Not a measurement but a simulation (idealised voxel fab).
This section sets out a process module, namely voxel wiring stack.
Pictured: cross-section cut, 240 nm wide, on a grid of 5 nm square cells.
A cross-section is a grid of square cells, given in bands from the top down. A band is one or more rows of cells.
Quick guide to a band line: top height, bottom height (nm) up front; then every material left to right with its width in nm. Only one material and it's marked "throughout"? Then it fills the band edge to edge. And "air" just means empty space.
It should be noted that heights are counted from 0, beneath which the wafer as supplied is of one material throughout, and that the lowest band possesses no lower boundary but continues downward, as written in "0..down".
A width such as "30..40" changes by the same amount from each row of cells to the next, from the band's top row to its bottom row.
Where the words "no modification" appear for a step, the cross-section shows no cell changed by that step; every cell remained as before.
Any empty space of 8 cells or more lacking an open way to the top shows up in "Closed void catalog" as width x height at distance, distance from the left edge, in nm.
Step line, after settings: the simulator's comment on this step.
Regarding "overlay nm": on a step with a mask, it is the distance the mask lay to the right of its planned place; a negative value places it to the left.
Steps planned for the process:
1: RECEIVE,material Si
2: CONFORMAL_DEP,material SiO2,thk nm 10
3: DIRECTIONAL_DEP,material TiN,thk nm 5
4: DIRECTIONAL_DEP,material Ru,thk nm 15
5: PATTERN,tone cover,mask id METAL_1,material resist,width nm 25,pitch nm 40,thk nm 15,overlay nm 0
6: DIRECTIONAL_ETCH,etch materials Ru,depth nm 15
7: DIRECTIONAL_ETCH,etch materials TiN,depth nm 5
8: STRIP,etch materials resist
9: CONFORMAL_DEP,material SiN,thk nm 5
10: FILL_DEP,material SiO2,thk nm 10
11: CMP,height nm 30
12: CONFORMAL_DEP,material SiCN,thk nm 5
13: DIRECTIONAL_DEP,material SiO2,thk nm 35
14: MASKED_ETCH,tone open,mask id METAL_2,width nm 25,pitch nm 40,etch materials SiO2,depth nm 20,overlay nm 0
15: DIRECTIONAL_DEP,material aC,thk nm 15
16: PATTERN,tone open,mask id METAL_2_HOLES,material resist,width nm 15,pitch nm 40,thk nm 30,overlay nm 0
17: DIRECTIONAL_ETCH,etch materials aC,depth nm 15
18: STRIP,etch materials resist
19: DIRECTIONAL_ETCH,etch materials SiO2,depth nm 15
20: DIRECTIONAL_ETCH,etch materials SiCN,depth nm 5
21: STRIP,etch materials aC
22: CONFORMAL_DEP,material TiN,thk nm 5
23: FILL_DEP,material Cu,thk nm 10
24: CMP,height nm 70
25: CONFORMAL_DEP,material SiCN,thk nm 5
26: DIRECTIONAL_DEP,material lowk,thk nm 20
27: PATTERN,tone open,mask id PLUG_2,material resist,width nm 15,pitch nm 80,thk nm 20,overlay nm 0
28: DIRECTIONAL_ETCH,etch materials lowk,depth nm 20
29: DIRECTIONAL_ETCH,etch materials SiCN,depth nm 5
30: STRIP,etch materials resist
31: EPI,material Ru,thk nm 10
32: EPI,material Ru,thk nm 10
33: EPI,material Ru,thk nm 5
34: DIRECTIONAL_DEP,material TiN,thk nm 5
35: DIRECTIONAL_DEP,material W,thk nm 15
36: PATTERN,tone cover,mask id METAL_3,material resist,width nm 25,pitch nm 40,thk nm 20,overlay nm 0
37: DIRECTIONAL_ETCH,etch materials W,depth nm 15
38: DIRECTIONAL_ETCH,etch materials TiN,depth nm 5
39: STRIP,etch materials resist
40: CONFORMAL_DEP,material SiCN,thk nm 5
41: FILL_DEP,material SiO2,thk nm 10
42: CMP,height nm 115
43: CONFORMAL_DEP,material SiCN,thk nm 5
As received (post step 1): cross-section:
> 0..down  Si throughout
> Closed void catalog: none
Cross-section: first of two wafers, module finished, run according to plan:
> 120..115  SiCN throughout
> 115..100  SiO2 40  SiCN 5  W 25  SiCN 5  SiO2 5  SiCN 5  W 25  SiCN 5  SiO2 5  SiCN 5  W 25  SiCN 5  SiO2 5  SiCN 5  W 25  SiCN 5  SiO2 45
> 100..95  SiCN 45  TiN 25  SiCN 15  TiN 25  SiCN 15  TiN 25  SiCN 15  TiN 25  SiCN 50
> 95..75  lowk 45  Ru 15  lowk 65  Ru 15  lowk 100
> 75..70  SiCN 45  Ru 15  SiCN 65  Ru 15  SiCN 100
> 70..55  SiO2 45  TiN 5  Cu 15  TiN 5  SiO2 15  TiN 5  Cu 15  TiN 5  SiO2 15  TiN 5  Cu 15  TiN 5  SiO2 15  TiN 5  Cu 15  TiN 5  SiO2 50
> 55..50  SiO2 45  TiN 5  Cu 5  TiN 15  SiO2 15  TiN 5  Cu 5  TiN 15  SiO2 15  TiN 5  Cu 5  TiN 15  SiO2 15  TiN 5  Cu 5  TiN 15  SiO2 50
> 50..35  SiO2 45  TiN 5  Cu 5  TiN 5  SiO2 25  TiN 5  Cu 5  TiN 5  SiO2 25  TiN 5  Cu 5  TiN 5  SiO2 25  TiN 5  Cu 5  TiN 5  SiO2 60
> 35..30  SiCN 45  TiN 15  SiCN 25  TiN 15  SiCN 25  TiN 15  SiCN 25  TiN 15  SiCN 60
> 30..15  SiO2 40  SiN 5  Ru 25  SiN 5  SiO2 5  SiN 5  Ru 25  SiN 5  SiO2 5  SiN 5  Ru 25  SiN 5  SiO2 5  SiN 5  Ru 25  SiN 5  SiO2 45
> 15..10  SiN 45  TiN 25  SiN 15  TiN 25  SiN 15  TiN 25  SiN 15  TiN 25  SiN 50
> 10..0  SiO2 throughout
> 0..down  Si throughout
> Closed void catalog: none
Cross-section, second wafer: same start as the first, same plan as the first, one mistake in running it; taken at the end of the module:
> 120..115  SiCN throughout
> 115..100  SiO2 40  SiCN 5  W 25  SiCN 5  SiO2 5  SiCN 5  W 25  SiCN 5  SiO2 5  SiCN 5  W 25  SiCN 5  SiO2 5  SiCN 5  W 25  SiCN 5  SiO2 45
> 100..95  SiCN 45  TiN 25  SiCN 15  TiN 25  SiCN 15  TiN 25  SiCN 15  TiN 25  SiCN 50
> 95..75  lowk 45  Ru 15  lowk 65  Ru 15  lowk 100
> 75..70  SiCN 45  Ru 15  SiCN 65  Ru 15  SiCN 100
> 70..40  SiO2 45  TiN 5  Cu 15  TiN 5  SiO2 15  TiN 5  Cu 15  TiN 5  SiO2 15  TiN 5  Cu 15  TiN 5  SiO2 15  TiN 5  Cu 15  TiN 5  SiO2 50
> 40..35  SiO2 45  TiN 5  Cu 5  TiN 15  SiO2 15  TiN 5  Cu 5  TiN 15  SiO2 15  TiN 5  Cu 5  TiN 15  SiO2 15  TiN 5  Cu 5  TiN 15  SiO2 50
> 35..30  SiCN 45  TiN 15  SiCN 25  TiN 15  SiCN 25  TiN 15  SiCN 25  TiN 15  SiCN 60
> 30..15  SiO2 40  SiN 5  Ru 25  SiN 5  SiO2 5  SiN 5  Ru 25  SiN 5  SiO2 5  SiN 5  Ru 25  SiN 5  SiO2 5  SiN 5  Ru 25  SiN 5  SiO2 45
> 15..10  SiN 45  TiN 25  SiN 15  TiN 25  SiN 15  TiN 25  SiN 15  TiN 25  SiN 50
> 10..0  SiO2 throughout
> 0..down  Si throughout
> Closed void catalog: none
Which mistake was made when the wafer was run? plan step 14 was conducted twice
Final wafer comparison in cells, second versus first, more or fewer per material: 24 more of Cu, 24 fewer of SiO2
